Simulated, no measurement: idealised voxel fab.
Herein follows the process module entitled voxel local oxidation.
Section shown: cut. Width: 145 nm. Cell size: 5 nm, square.
Cross-section, as written here: a square-cell grid given band by band from the top down, where a band holds one or more rows of cells. The band entry comprises the height of the band's top followed by the height of its bottom, expressed in nm, and subsequently the band's materials from left to right, each stated together with its width in nm. Where a single material is marked with the word "full width", that material fills the band from edge to edge. The word "air" represents empty space. Below 0: as-received wafer, all one material; heights counted from there. Lowest band: no bottom, goes on down, written "z 0 and below". So if you see something like "30 to 40" for the width, read it as the top row of the band sitting at the first number and the bottom row at the second, with every row in between moving by the same amount as the last. You'll sometimes find "no modifications" written for a step, and that's the way of saying that nowhere in the cross-section did a cell change during that step. "Closed void listing": empty spaces of 8 cells or more with no open way to the top, each given as width x height at distance, distance from the left edge, all in nm. It should be noted that, on the line of a given step, the content following the step's settings is a remark produced by the simulator itself with respect to that step. Each step line may optionally specify "overlay nm", which for a step with a mask gives the rightward distance between the mask's planned place and where it lay, a negative value indicating the leftward direction.

**Planned step list for the process**
1 op RECEIVE | material Si
2 op CONFORMAL_DEP | material SiO2 | thk nm 5
3 op CONFORMAL_DEP | material SiN | thk nm 10
4 op PATTERN | tone cover | mask id ACTIVE | material resist | width nm 100 | thk nm 20 | overlay nm 0
5 op DIRECTIONAL_ETCH | etch materials SiN | depth nm 10
6 op STRIP | etch materials resist
7 op SELECTIVE_ETCH | etch materials SiO2 | depth nm 5
8 op OXIDIZE | depth nm 15
9 op STRIP | etch materials SiN

**Concerning the first of two wafers, which was run in accordance with the plan**

**Incoming wafer in cross-section (state: after step 1)**
  z 0 and below: Si full width
  Closed void listing: none

**Upon completion of step 2, the wafer appears in cross-section as shown**
  z 5 to 0: SiO2 full width
  Below 0 it's all the same as before, nothing changed down there.

**Upon completion of step 3, the wafer appears in cross-section as shown**
  z 15 to 5: SiN full width
  Below 5 it's all the same as before, nothing changed down there.

**Upon completion of step 4, the wafer appears in cross-section as shown**
  z 35 to 15: air 20; resist 100; air 25
  Below 15 it's all the same as before, nothing changed down there.

**Upon completion of step 5, the wafer appears in cross-section as shown**
  z 35 to 15: air 20; resist 100; air 25
  z 15 to 5: air 20; SiN 100; air 25
  Below 5 it's all the same as before, nothing changed down there.

**Upon completion of step 6, the wafer appears in cross-section as shown**
  z 15 to 5: air 20; SiN 100; air 25
  Below 5 it's all the same as before, nothing changed down there.

**Upon completion of step 7, the wafer appears in cross-section as shown**
  z 15 to 5: air 20; SiN 100; air 25
  z 5 to 0: air 25; SiO2 90; air 30
  Below 0 it's all the same as before, nothing changed down there.

**Upon completion of step 8, the wafer appears in cross-section as shown**
  z 15 to 5: air 20; SiN 100; air 25
  z 5 to 0: air 25; SiO2 90; air 30
  z 0 to -15: SiO2 40; Si 60; SiO2 45
  Below -15 it's all the same as before, nothing changed down there.

**Upon completion of step 9, the wafer appears in cross-section as shown**
  z 5 to 0: air 25; SiO2 90; air 30
  Below 0 it's all the same as before, nothing changed down there.

**The Second Wafer: Common Origin and Plan, One Mistake in Execution, Identical to the First Through Step 6**

**Second wafer, cut view, end of step 7 per plan**
  z 15 to 5: air 20; SiN 100; air 25
  z 5 to 0: air 35; SiO2 70; air 40
  Below 0 it's all the same as before, nothing changed down there.

**Second wafer, cut view, end of step 8 per plan**
  z 15 to 5: air 20; SiN 100; air 25
  z 5 to 0: air 35; SiO2 70; air 40
  z 0 to -15: SiO2 50; Si 40; SiO2 55
  Below -15 it's all the same as before, nothing changed down there.

**Second wafer, cut view, end of step 9 per plan**
  z 5 to 0: air 35; SiO2 70; air 40
  Below 0 it's all the same as before, nothing changed down there.
What was the processing mistake? it should be noted that step 7 was executed with settings other than those planned, the operation and settings actually applied being op SELECTIVE_ETCH | etch materials SiO2 | depth nm 15
The final cell counts differ between the wafers, with the second having more or fewer of some materials than the first: -12 Si | +8 SiO2
